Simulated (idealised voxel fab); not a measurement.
process module | voxel self aligned vias
cross-section cut | 290 nm wide | cells 5 nm
A cross-section is a grid of square cells, given in bands from the top down. A band is one or more rows of cells.
Each band's line starts with the height of the band's top and of its bottom, in nm. Then come its materials from left to right, each with its width in nm. One material with "throughout" fills the band from edge to edge. "air" is empty space.
Height 0 is the level under which the wafer as received is all one material. The lowest band goes on downwards, as in "0 down".
A width such as "30 to 40" changes by the same amount from each row of cells to the next, from the band's top row to its bottom row.
"no change" after a step means that no cell of the cross-section changed.
closed voids: empty space of 8 cells or more with no open way to the top, each as width x height at its distance from the left edge, in nm
after a step's settings: what the simulator itself notes on the step
overlay nm, on a step with a mask: how far to the right of its planned place the mask lay; to the left if negative
plan
1 op RECEIVE | material Si
2 op CONFORMAL_DEP | material SiO2 | thk nm 15
3 op CONFORMAL_DEP | material SiCN | thk nm 5
4 op DIRECTIONAL_DEP | material SiO2 | thk nm 20
5 op MASKED_ETCH | tone open | mask id LINES | width nm 30 | pitch nm 65 | etch materials SiO2 | depth nm 20 | overlay nm 0
6 op CONFORMAL_DEP | material TiN | thk nm 5
7 op FILL_DEP | material Ru | thk nm 10
8 op CMP | height nm 40
9 op SELECTIVE_ETCH | etch materials W Ru TiN | depth nm 5
10 op FILL_DEP | material SiN | thk nm 10
11 op CMP | height nm 40
12 op DIRECTIONAL_DEP | material SiO2 | thk nm 15
13 op DIRECTIONAL_DEP | material aC | thk nm 10
14 op PATTERN | tone open | mask id VIAS | material resist | width nm 40 | pitch nm 130 | thk nm 30 | overlay nm 0
15 op DIRECTIONAL_ETCH | etch materials aC | depth nm 10
16 op STRIP | etch materials resist
17 op DIRECTIONAL_ETCH | etch materials SiO2 | depth nm 15
18 op DIRECTIONAL_ETCH | etch materials SiN | depth nm 5
19 op STRIP | etch materials aC
20 op CONFORMAL_DEP | material TiN | thk nm 5
21 op FILL_DEP | material W | thk nm 10
22 op CMP | height nm 55
23 op CONFORMAL_DEP | material SiCN | thk nm 5
first wafer, as planned
as received, after step 1
  0 down: Si throughout
  closed voids: none
after step 2
  15 to 0: SiO2 throughout
  below 0: unchanged
after step 3
  20 to 15: SiCN throughout
  below 15: unchanged
after step 4
  40 to 20: SiO2 throughout
  below 20: unchanged
after step 5
  40 to 20: SiO2 65 | air 30 | SiO2 35 | air 30 | SiO2 35 | air 30 | SiO2 65
  below 20: unchanged
after step 6
  45 to 40: TiN 70 | air 20 | TiN 45 | air 20 | TiN 45 | air 20 | TiN 70
  40 to 25: SiO2 65 | TiN 5 | air 20 | TiN 5 | SiO2 35 | TiN 5 | air 20 | TiN 5 | SiO2 35 | TiN 5 | air 20 | TiN 5 | SiO2 65
  25 to 20: SiO2 65 | TiN 30 | SiO2 35 | TiN 30 | SiO2 35 | TiN 30 | SiO2 65
  below 20: unchanged
after step 7
  55 to 45: Ru throughout
  45 to 40: TiN 70 | Ru 20 | TiN 45 | Ru 20 | TiN 45 | Ru 20 | TiN 70
  40 to 25: SiO2 65 | TiN 5 | Ru 20 | TiN 5 | SiO2 35 | TiN 5 | Ru 20 | TiN 5 | SiO2 35 | TiN 5 | Ru 20 | TiN 5 | SiO2 65
  below 25: unchanged
after step 8
  40 to 25: SiO2 65 | TiN 5 | Ru 20 | TiN 5 | SiO2 35 | TiN 5 | Ru 20 | TiN 5 | SiO2 35 | TiN 5 | Ru 20 | TiN 5 | SiO2 65
  below 25: unchanged
after step 9
  40 to 35: SiO2 65 | air 30 | SiO2 35 | air 30 | SiO2 35 | air 30 | SiO2 65
  below 35: unchanged
after step 10
  50 to 40: SiN throughout
  40 to 35: SiO2 65 | SiN 30 | SiO2 35 | SiN 30 | SiO2 35 | SiN 30 | SiO2 65
  below 35: unchanged
after step 11
  40 to 35: SiO2 65 | SiN 30 | SiO2 35 | SiN 30 | SiO2 35 | SiN 30 | SiO2 65
  below 35: unchanged
after step 12
  55 to 40: SiO2 throughout
  below 40: unchanged
after step 13
  65 to 55: aC throughout
  below 55: unchanged
after step 14
  95 to 65: resist 60 | air 40 | resist 90 | air 40 | resist 60
  below 65: unchanged
after step 15
  85 to 65: resist 60 | air 40 | resist 90 | air 40 | resist 60
  65 to 55: aC 60 | air 40 | aC 90 | air 40 | aC 60
  below 55: unchanged
after step 16
  65 to 55: aC 60 | air 40 | aC 90 | air 40 | aC 60
  below 55: unchanged
after step 17
  65 to 55: aC 60 | air 40 | aC 90 | air 40 | aC 60
  55 to 40: SiO2 60 | air 40 | SiO2 90 | air 40 | SiO2 60
  below 40: unchanged
after step 18
  65 to 55: aC 60 | air 40 | aC 90 | air 40 | aC 60
  55 to 40: SiO2 60 | air 40 | SiO2 90 | air 40 | SiO2 60
  40 to 35: SiO2 65 | air 30 | SiO2 35 | SiN 30 | SiO2 35 | air 30 | SiO2 65
  below 35: unchanged
after step 19
  55 to 40: SiO2 60 | air 40 | SiO2 90 | air 40 | SiO2 60
  below 40: unchanged
after step 20
  60 to 55: TiN 65 | air 30 | TiN 100 | air 30 | TiN 65
  55 to 45: SiO2 60 | TiN 5 | air 30 | TiN 5 | SiO2 90 | TiN 5 | air 30 | TiN 5 | SiO2 60
  45 to 40: SiO2 60 | TiN 10 | air 20 | TiN 10 | SiO2 90 | TiN 10 | air 20 | TiN 10 | SiO2 60
  40 to 35: SiO2 65 | TiN 30 | SiO2 35 | SiN 30 | SiO2 35 | TiN 30 | SiO2 65
  below 35: unchanged
after step 21
  70 to 60: W throughout
  60 to 55: TiN 65 | W 30 | TiN 100 | W 30 | TiN 65
  55 to 45: SiO2 60 | TiN 5 | W 30 | TiN 5 | SiO2 90 | TiN 5 | W 30 | TiN 5 | SiO2 60
  45 to 40: SiO2 60 | TiN 10 | W 20 | TiN 10 | SiO2 90 | TiN 10 | W 20 | TiN 10 | SiO2 60
  below 40: unchanged
after step 22
  55 to 45: SiO2 60 | TiN 5 | W 30 | TiN 5 | SiO2 90 | TiN 5 | W 30 | TiN 5 | SiO2 60
  below 45: unchanged
after step 23
  60 to 55: SiCN throughout
  below 55: unchanged
second wafer: like start, like plan, one mistake. Through step 4 it matches the first wafer
when step 5 should have ended
  40 to 20: air 65 | SiO2 30 | air 35 | SiO2 30 | air 35 | SiO2 30 | air 65
  below 20: unchanged
when step 6 should have ended
  45 to 40: air 60 | TiN 40 | air 25 | TiN 40 | air 25 | TiN 40 | air 60
  40 to 25: air 60 | TiN 5 | SiO2 30 | TiN 5 | air 25 | TiN 5 | SiO2 30 | TiN 5 | air 25 | TiN 5 | SiO2 30 | TiN 5 | air 60
  25 to 20: TiN 65 | SiO2 30 | TiN 35 | SiO2 30 | TiN 35 | SiO2 30 | TiN 65
  below 20: unchanged
when step 7 should have ended
  55 to 45: Ru throughout
  45 to 40: Ru 60 | TiN 40 | Ru 25 | TiN 40 | Ru 25 | TiN 40 | Ru 60
  40 to 25: Ru 60 | TiN 5 | SiO2 30 | TiN 5 | Ru 25 | TiN 5 | SiO2 30 | TiN 5 | Ru 25 | TiN 5 | SiO2 30 | TiN 5 | Ru 60
  below 25: unchanged
when step 8 should have ended
  40 to 25: Ru 60 | TiN 5 | SiO2 30 | TiN 5 | Ru 25 | TiN 5 | SiO2 30 | TiN 5 | Ru 25 | TiN 5 | SiO2 30 | TiN 5 | Ru 60
  below 25: unchanged
when step 9 should have ended
  40 to 35: air 65 | SiO2 30 | air 35 | SiO2 30 | air 35 | SiO2 30 | air 65
  below 35: unchanged
when step 10 should have ended
  50 to 40: SiN throughout
  40 to 35: SiN 65 | SiO2 30 | SiN 35 | SiO2 30 | SiN 35 | SiO2 30 | SiN 65
  below 35: unchanged
when step 11 should have ended
  40 to 35: SiN 65 | SiO2 30 | SiN 35 | SiO2 30 | SiN 35 | SiO2 30 | SiN 65
  below 35: unchanged
when step 12 should have ended
  55 to 40: SiO2 throughout
  below 40: unchanged
when step 13 should have ended
  65 to 55: aC throughout
  below 55: unchanged
when step 14 should have ended
  95 to 65: resist 60 | air 40 | resist 90 | air 40 | resist 60
  below 65: unchanged
when step 15 should have ended
  85 to 65: resist 60 | air 40 | resist 90 | air 40 | resist 60
  65 to 55: aC 60 | air 40 | aC 90 | air 40 | aC 60
  below 55: unchanged
when step 16 should have ended
  65 to 55: aC 60 | air 40 | aC 90 | air 40 | aC 60
  below 55: unchanged
when step 17 should have ended
  65 to 55: aC 60 | air 40 | aC 90 | air 40 | aC 60
  55 to 40: SiO2 60 | air 40 | SiO2 90 | air 40 | SiO2 60
  below 40: unchanged
when step 18 should have ended
  65 to 55: aC 60 | air 40 | aC 90 | air 40 | aC 60
  55 to 40: SiO2 60 | air 40 | SiO2 90 | air 40 | SiO2 60
  40 to 35: SiN 60 | air 5 | SiO2 30 | air 5 | SiN 30 | SiO2 30 | SiN 30 | air 5 | SiO2 30 | air 5 | SiN 60
  below 35: unchanged
when step 19 should have ended
  55 to 40: SiO2 60 | air 40 | SiO2 90 | air 40 | SiO2 60
  below 40: unchanged
when step 20 should have ended
  60 to 55: TiN 65 | air 30 | TiN 100 | air 30 | TiN 65
  55 to 45: SiO2 60 | TiN 5 | air 30 | TiN 5 | SiO2 90 | TiN 5 | air 30 | TiN 5 | SiO2 60
  45 to 40: SiO2 60 | TiN 40 | SiO2 90 | TiN 40 | SiO2 60
  40 to 35: SiN 60 | TiN 5 | SiO2 30 | TiN 5 | SiN 30 | SiO2 30 | SiN 30 | TiN 5 | SiO2 30 | TiN 5 | SiN 60
  below 35: unchanged
when step 21 should have ended
  70 to 60: W throughout
  60 to 55: TiN 65 | W 30 | TiN 100 | W 30 | TiN 65
  55 to 45: SiO2 60 | TiN 5 | W 30 | TiN 5 | SiO2 90 | TiN 5 | W 30 | TiN 5 | SiO2 60
  below 45: unchanged
when step 22 should have ended
  55 to 45: SiO2 60 | TiN 5 | W 30 | TiN 5 | SiO2 90 | TiN 5 | W 30 | TiN 5 | SiO2 60
  below 45: unchanged
when step 23 should have ended
  60 to 55: SiCN throughout
  below 55: unchanged
what went wrong: step 5 ran as: op MASKED_ETCH | tone cover | mask id LINES | width nm 30 | pitch nm 65 | etch materials SiO2 | depth nm 20 | overlay nm 0
at the end the second wafer has, in cells: 44 more of Ru | 30 more of SiN | 88 fewer of SiO2 | 22 more of TiN | 8 fewer of W
